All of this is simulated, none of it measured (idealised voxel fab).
Process module in this document: voxel trench capacitor
For reference, the cross-section in this document is cut, with width 280 nm and square cells of 5 nm.
How to read a cross-section here: the picture is a grid of square cells, written as bands going from the top down, and any band can span one or more rows of cells.
For a band, the entry starts with two heights in nm, that of the top and then that of the bottom, and carries on with the band's materials in order from left to right, each alongside its width in nm; the word "edge to edge" beside a single material means it fills the band edge to edge, and "blank" means empty space.
Height datum 0, below which the as-received substrate wafer is one material. Lowest band open at the bottom, running downward: "0..down".
A two-number width, for instance "30..40", indicates that the width is equal to the first number in the top row of the band and to the second number in the bottom row, and that it changes by a constant amount per row of cells.
Reading "remains unaltered" for a step: not a cell of the cross-section changed in it.
Empty spaces without an open route to the top, at least 8 cells in extent, make up the entry "Enclosed void listing"; each is given as width x height at distance, where the distance is measured from the left edge, and all are in nm.
It should be noted that, on the line of a given step, the content following the step's settings is a remark produced by the simulator itself with respect to that step.
Regarding "overlay nm": on a step with a mask, it is the distance the mask lay to the right of its planned place; a negative value places it to the left.
**Planned process steps**
1 RECEIVE, material Si
2 CONFORMAL_DEP, material SiN, thk nm 10
3 MASKED_ETCH, tone open, mask id TRENCH, width nm 20, pitch nm 40, etch materials SiN, depth nm 10, overlay nm 0
4 MASKED_ETCH, tone open, mask id TRENCH, width nm 20, pitch nm 40, etch materials Si, depth nm 40, overlay nm 0
5 CONFORMAL_DEP, material SiO2, thk nm 5
6 FILL_DEP, material polySi, thk nm 10
7 CMP, height nm 10
**Cross-sectional view of the wafer in its as-received condition, corresponding to the state after step 1**
* 0..down = Si edge to edge
* Enclosed void listing: none
**Sectioned view, first of two wafers, at the close of the module, processed as intended in the plan**
* 10..0 = SiN 90 nm  SiO2 5 nm  polySi 10 nm  SiO2 5 nm  SiN 20 nm  SiO2 5 nm  polySi 10 nm  SiO2 5 nm  SiN 20 nm  SiO2 5 nm  polySi 10 nm  SiO2 5 nm  SiN 90 nm
* 0..-35 = Si 90 nm  SiO2 5 nm  polySi 10 nm  SiO2 5 nm  Si 20 nm  SiO2 5 nm  polySi 10 nm  SiO2 5 nm  Si 20 nm  SiO2 5 nm  polySi 10 nm  SiO2 5 nm  Si 90 nm
* -35..-40 = Si 90 nm  SiO2 20 nm  Si 20 nm  SiO2 20 nm  Si 20 nm  SiO2 20 nm  Si 90 nm
* -40..down = Si edge to edge
* Enclosed void listing: none
**Cross-section, wafer two of two, end of module: same start and plan as wafer one, one error in execution**
* 10..0 = SiN 95 nm  SiO2 5 nm  polySi 5 nm  SiO2 5 nm  SiN 25 nm  SiO2 5 nm  polySi 5 nm  SiO2 5 nm  SiN 25 nm  SiO2 5 nm  polySi 5 nm  SiO2 5 nm  SiN 90 nm
* 0..-35 = Si 95 nm  SiO2 5 nm  polySi 5 nm  SiO2 5 nm  Si 25 nm  SiO2 5 nm  polySi 5 nm  SiO2 5 nm  Si 25 nm  SiO2 5 nm  polySi 5 nm  SiO2 5 nm  Si 90 nm
* -35..-40 = Si 95 nm  SiO2 15 nm  Si 25 nm  SiO2 15 nm  Si 25 nm  SiO2 15 nm  Si 90 nm
* -40..down = Si edge to edge
* Enclosed void listing: none
Error vs. plan: heads up, step 3 didn't go per plan, it actually ran as MASKED_ETCH, tone open, mask id TRENCH, width nm 15, pitch nm 40, etch materials SiN, depth nm 10, overlay nm 0
Bottom line after processing is that, in cells, the second wafer is up or down on some materials versus the first: Si +24, SiN +6, SiO2 -3, polySi -27
